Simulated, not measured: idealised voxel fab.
Name of the process module below: voxel lift off
The cross-section shown here is cut; it is 230 nm wide and divided into square cells measuring 5 nm on a side.
Throughout this document, each cross-section is represented as a grid of square cells and is presented as a sequence of bands enumerated from the top downward, where a band comprises one or more rows of cells.
Top height, bottom height, nm. Materials left to right, width each, nm. Single material + "full width" = fills band edge to edge. "empty" = empty.
Height 0 is the level under which the wafer as received is all one material. The lowest band goes on downwards, as in "0 nm and below".
When a width is written as two numbers, as in "30..40", the first number is the width in the top row of cells of the band and the second is the width in its bottom row, and the width changes by the same amount from each row to the next.
Basically "no modification" means that step didn't change any cell in the cross-section.
Entry "Closed cavities" = empty spaces >= 8 cells with no open way to the top; each as width x height at distance, distance from left edge, all nm.
What comes after the settings on a step's line is commentary from the simulator itself on that step.
The setting "overlay nm" may be written on the line of a step. When the step uses a mask, the value reports how far to the right of the planned place the mask lay, and a negative value reports that it lay to the left.
# Process steps foreseen in the plan
- 1: RECEIVE,material Si
- 2: CONFORMAL_DEP,material SiO2,thk nm 10
- 3: PATTERN,tone open,mask id LINES,material resist,width nm 20,pitch nm 35,thk nm 20,overlay nm 0
- 4: DIRECTIONAL_DEP,material Ru,thk nm 5
- 5: STRIP,etch materials resist
- 6: CONFORMAL_DEP,material SiO2,thk nm 5
# Received-state cross-section, reflecting completion of step 1
  0 nm and below = Si full width
  Closed cavities: none
# Below is the wafer in cross-section after the module was completed. It began from the starting point shown above and followed the plan shown above, except that one mistake was made while running it
  20 nm to 15 nm = empty: 50, then SiO2: 30, then empty: 5, then SiO2: 30, then empty: 5, then SiO2: 30, then empty: 5, then SiO2: 30, then empty: 45
  15 nm to 10 nm = SiO2: 55, then Ru: 20, then SiO2: 15, then Ru: 20, then SiO2: 15, then Ru: 20, then SiO2: 15, then Ru: 20, then SiO2: 50
  10 nm to 0 nm = SiO2 full width
  0 nm and below = Si full width
  Closed cavities: none
What broke from the plan during processing? off-plan run, step 3, actual operation and settings PATTERN,tone open,mask id LINES,material resist,width nm 20,pitch nm 35,thk nm 20,overlay nm 5
